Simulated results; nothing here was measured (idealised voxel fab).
The document below concerns the process module designated voxel quadruple lines.
Displayed cross-section: cut, width of 300 nm, square cells sized 5 nm.
Cross-section layout: square cells on a grid; listed as bands, top to bottom; a band spans one or more cell rows. Per band: top height and bottom height in nm, followed by the left-to-right materials and their widths in nm; "all across" marks a single material spanning edge to edge, "air" marks empty space. Zero point of the height axis is 0; under it, received wafer = one material. Lowest band: continues down indefinitely, "0 -> down". Think of "30->40" as a width that walks from the first number to the second as you go down the band, top row to bottom row, taking equal-sized steps from row to row. "nothing got changed", as given for a step, is the statement that not any cell of the cross-section underwent a change during that step. Enclosed voids (no open way to top), threshold 8 cells or more, entry "Sealed internal voids", notation width x height at distance, distance from left edge, nm. Post-settings text on a step line: simulator's own remark regarding the step. The optional step-line setting "overlay nm" applies to steps with a mask and quantifies how far to the right of its planned location the mask lay, a negative value indicating leftward placement.
### Listed below are the process steps as planned
step 1: RECEIVE | material Si
step 2: CONFORMAL_DEP | material Al2O3 | thk nm 10
step 3: DIRECTIONAL_DEP | material W | thk nm 10
step 4: DIRECTIONAL_DEP | material polySi | thk nm 20
step 5: DIRECTIONAL_DEP | material aC | thk nm 25
step 6: PATTERN | tone cover | mask id MANDREL | material resist | width nm 25 | pitch nm 80 | thk nm 35 | overlay nm 0
step 7: DIRECTIONAL_ETCH | etch materials aC | depth nm 25
step 8: STRIP | etch materials resist
step 9: CONFORMAL_DEP | material SiO2 | thk nm 15
step 10: DIRECTIONAL_ETCH | etch materials SiO2 | depth nm 15
step 11: STRIP | etch materials aC
step 12: DIRECTIONAL_ETCH | etch materials polySi | depth nm 20
step 13: STRIP | etch materials SiO2
step 14: CONFORMAL_DEP | material SiN | thk nm 5
step 15: DIRECTIONAL_ETCH | etch materials SiN | depth nm 5
step 16: STRIP | etch materials polySi
step 17: DIRECTIONAL_ETCH | etch materials W | depth nm 10
step 18: STRIP | etch materials SiN
step 19: FILL_DEP | material lowk | thk nm 10
step 20: CMP | height nm 20
### The first of the two wafers, which ran as planned
### Wafer at receipt (post step 1), cross-section
- 0 -> down: Si all across
- Sealed internal voids: none
### Once step 2 is through, the wafer looks like this in cross-section
- 10 -> 0: Al2O3 all across
- Under the height 0 nothing was changed.
### Once step 3 is through, the wafer looks like this in cross-section
- 20 -> 10: W all across
- Under the height 10 nothing was changed.
### Once step 4 is through, the wafer looks like this in cross-section
- 40 -> 20: polySi all across
- Under the height 20 nothing was changed.
### Once step 5 is through, the wafer looks like this in cross-section
- 65 -> 40: aC all across
- Under the height 40 nothing was changed.
### Once step 6 is through, the wafer looks like this in cross-section
- 100 -> 65: air=95 | resist=25 | air=55 | resist=25 | air=100
- Under the height 65 nothing was changed.
### Once step 7 is through, the wafer looks like this in cross-section
- 75 -> 65: air=95 | resist=25 | air=55 | resist=25 | air=100
- 65 -> 40: air=95 | aC=25 | air=55 | aC=25 | air=100
- Under the height 40 nothing was changed.
### Once step 8 is through, the wafer looks like this in cross-section
- 65 -> 40: air=95 | aC=25 | air=55 | aC=25 | air=100
- Under the height 40 nothing was changed.
### Once step 9 is through, the wafer looks like this in cross-section
- 80 -> 65: air=80 | SiO2=55 | air=25 | SiO2=55 | air=85
- 65 -> 55: air=80 | SiO2=15 | aC=25 | SiO2=15 | air=25 | SiO2=15 | aC=25 | SiO2=15 | air=85
- 55 -> 40: SiO2=95 | aC=25 | SiO2=55 | aC=25 | SiO2=100
- Under the height 40 nothing was changed.
### Once step 10 is through, the wafer looks like this in cross-section
- 65 -> 40: air=80 | SiO2=15 | aC=25 | SiO2=15 | air=25 | SiO2=15 | aC=25 | SiO2=15 | air=85
- Under the height 40 nothing was changed.
### Once step 11 is through, the wafer looks like this in cross-section
- 65 -> 40: air=80 | SiO2=15 | air=25 | SiO2=15 | air=25 | SiO2=15 | air=25 | SiO2=15 | air=85
- Under the height 40 nothing was changed.
### Once step 12 is through, the wafer looks like this in cross-section
- 65 -> 40: air=80 | SiO2=15 | air=25 | SiO2=15 | air=25 | SiO2=15 | air=25 | SiO2=15 | air=85
- 40 -> 20: air=80 | polySi=15 | air=25 | polySi=15 | air=25 | polySi=15 | air=25 | polySi=15 | air=85
- Under the height 20 nothing was changed.
### Once step 13 is through, the wafer looks like this in cross-section
- 40 -> 20: air=80 | polySi=15 | air=25 | polySi=15 | air=25 | polySi=15 | air=25 | polySi=15 | air=85
- Under the height 20 nothing was changed.
### Once step 14 is through, the wafer looks like this in cross-section
- 45 -> 40: air=75 | SiN=25 | air=15 | SiN=25 | air=15 | SiN=25 | air=15 | SiN=25 | air=80
- 40 -> 25: air=75 | SiN=5 | polySi=15 | SiN=5 | air=15 | SiN=5 | polySi=15 | SiN=5 | air=15 | SiN=5 | polySi=15 | SiN=5 | air=15 | SiN=5 | polySi=15 | SiN=5 | air=80
- 25 -> 20: SiN=80 | polySi=15 | SiN=25 | polySi=15 | SiN=25 | polySi=15 | SiN=25 | polySi=15 | SiN=85
- Under the height 20 nothing was changed.
### Once step 15 is through, the wafer looks like this in cross-section
- 40 -> 20: air=75 | SiN=5 | polySi=15 | SiN=5 | air=15 | SiN=5 | polySi=15 | SiN=5 | air=15 | SiN=5 | polySi=15 | SiN=5 | air=15 | SiN=5 | polySi=15 | SiN=5 | air=80
- Under the height 20 nothing was changed.
### Once step 16 is through, the wafer looks like this in cross-section
- 40 -> 20: air=75 | SiN=5 | air=15 | SiN=5 | air=15 | SiN=5 | air=15 | SiN=5 | air=15 | SiN=5 | air=15 | SiN=5 | air=15 | SiN=5 | air=15 | SiN=5 | air=80
- Under the height 20 nothing was changed.
### Once step 17 is through, the wafer looks like this in cross-section
- 40 -> 20: air=75 | SiN=5 | air=15 | SiN=5 | air=15 | SiN=5 | air=15 | SiN=5 | air=15 | SiN=5 | air=15 | SiN=5 | air=15 | SiN=5 | air=15 | SiN=5 | air=80
- 20 -> 10: air=75 | W=5 | air=15 | W=5 | air=15 | W=5 | air=15 | W=5 | air=15 | W=5 | air=15 | W=5 | air=15 | W=5 | air=15 | W=5 | air=80
- Under the height 10 nothing was changed.
### Once step 18 is through, the wafer looks like this in cross-section
- 20 -> 10: air=75 | W=5 | air=15 | W=5 | air=15 | W=5 | air=15 | W=5 | air=15 | W=5 | air=15 | W=5 | air=15 | W=5 | air=15 | W=5 | air=80
- Under the height 10 nothing was changed.
### Once step 19 is through, the wafer looks like this in cross-section
- 30 -> 20: lowk all across
- 20 -> 10: lowk=75 | W=5 | lowk=15 | W=5 | lowk=15 | W=5 | lowk=15 | W=5 | lowk=15 | W=5 | lowk=15 | W=5 | lowk=15 | W=5 | lowk=15 | W=5 | lowk=80
- Under the height 10 nothing was changed.
### Once step 20 is through, the wafer looks like this in cross-section
- 20 -> 10: lowk=75 | W=5 | lowk=15 | W=5 | lowk=15 | W=5 | lowk=15 | W=5 | lowk=15 | W=5 | lowk=15 | W=5 | lowk=15 | W=5 | lowk=15 | W=5 | lowk=80
- Under the height 10 nothing was changed.
### It is to be noted that the second wafer proceeded from the same initial state and according to the same plan as the first, although one mistake was committed in its execution; through step 8, inclusive, the two wafers share an identical history
### The second wafer in cross-section, at the planned close of step 9
- 70 -> 65: air=90 | SiO2=35 | air=45 | SiO2=35 | air=95
- 65 -> 45: air=90 | SiO2=5 | aC=25 | SiO2=5 | air=45 | SiO2=5 | aC=25 | SiO2=5 | air=95
- 45 -> 40: SiO2=95 | aC=25 | SiO2=55 | aC=25 | SiO2=100
- Under the height 40 nothing was changed.
### The second wafer in cross-section, at the planned close of step 10
- 65 -> 55: air=95 | aC=25 | air=55 | aC=25 | air=100
- 55 -> 40: air=90 | SiO2=5 | aC=25 | SiO2=5 | air=45 | SiO2=5 | aC=25 | SiO2=5 | air=95
- Under the height 40 nothing was changed.
### The second wafer in cross-section, at the planned close of step 11
- 55 -> 40: air=90 | SiO2=5 | air=25 | SiO2=5 | air=45 | SiO2=5 | air=25 | SiO2=5 | air=95
- Under the height 40 nothing was changed.
### The second wafer in cross-section, at the planned close of step 12
- 55 -> 40: air=90 | SiO2=5 | air=25 | SiO2=5 | air=45 | SiO2=5 | air=25 | SiO2=5 | air=95
- 40 -> 20: air=90 | polySi=5 | air=25 | polySi=5 | air=45 | polySi=5 | air=25 | polySi=5 | air=95
- Under the height 20 nothing was changed.
### The second wafer in cross-section, at the planned close of step 13
- 40 -> 20: air=90 | polySi=5 | air=25 | polySi=5 | air=45 | polySi=5 | air=25 | polySi=5 | air=95
- Under the height 20 nothing was changed.
### The second wafer in cross-section, at the planned close of step 14
- 45 -> 40: air=85 | SiN=15 | air=15 | SiN=15 | air=35 | SiN=15 | air=15 | SiN=15 | air=90
- 40 -> 25: air=85 | SiN=5 | polySi=5 | SiN=5 | air=15 | SiN=5 | polySi=5 | SiN=5 | air=35 | SiN=5 | polySi=5 | SiN=5 | air=15 | SiN=5 | polySi=5 | SiN=5 | air=90
- 25 -> 20: SiN=90 | polySi=5 | SiN=25 | polySi=5 | SiN=45 | polySi=5 | SiN=25 | polySi=5 | SiN=95
- Under the height 20 nothing was changed.
### The second wafer in cross-section, at the planned close of step 15
- 40 -> 20: air=85 | SiN=5 | polySi=5 | SiN=5 | air=15 | SiN=5 | polySi=5 | SiN=5 | air=35 | SiN=5 | polySi=5 | SiN=5 | air=15 | SiN=5 | polySi=5 | SiN=5 | air=90
- Under the height 20 nothing was changed.
### The second wafer in cross-section, at the planned close of step 16
- 40 -> 20: air=85 | SiN=5 | air=5 | SiN=5 | air=15 | SiN=5 | air=5 | SiN=5 | air=35 | SiN=5 | air=5 | SiN=5 | air=15 | SiN=5 | air=5 | SiN=5 | air=90
- Under the height 20 nothing was changed.
### The second wafer in cross-section, at the planned close of step 17
- 40 -> 20: air=85 | SiN=5 | air=5 | SiN=5 | air=15 | SiN=5 | air=5 | SiN=5 | air=35 | SiN=5 | air=5 | SiN=5 | air=15 | SiN=5 | air=5 | SiN=5 | air=90
- 20 -> 10: air=85 | W=5 | air=5 | W=5 | air=15 | W=5 | air=5 | W=5 | air=35 | W=5 | air=5 | W=5 | air=15 | W=5 | air=5 | W=5 | air=90
- Under the height 10 nothing was changed.
### The second wafer in cross-section, at the planned close of step 18
- 20 -> 10: air=85 | W=5 | air=5 | W=5 | air=15 | W=5 | air=5 | W=5 | air=35 | W=5 | air=5 | W=5 | air=15 | W=5 | air=5 | W=5 | air=90
- Under the height 10 nothing was changed.
### The second wafer in cross-section, at the planned close of step 19
- 30 -> 20: lowk all across
- 20 -> 10: lowk=85 | W=5 | lowk=5 | W=5 | lowk=15 | W=5 | lowk=5 | W=5 | lowk=35 | W=5 | lowk=5 | W=5 | lowk=15 | W=5 | lowk=5 | W=5 | lowk=90
- Under the height 10 nothing was changed.
### The second wafer in cross-section, at the planned close of step 20
- 20 -> 10: lowk=85 | W=5 | lowk=5 | W=5 | lowk=15 | W=5 | lowk=5 | W=5 | lowk=35 | W=5 | lowk=5 | W=5 | lowk=15 | W=5 | lowk=5 | W=5 | lowk=90
- Under the height 10 nothing was changed.
Processing error: step 9 was processed under conditions differing from the plan, specifically as CONFORMAL_DEP | material SiO2 | thk nm 5
Tallied in cells, the final second wafer holds each material in the same quantity as the first, although not at the same places.
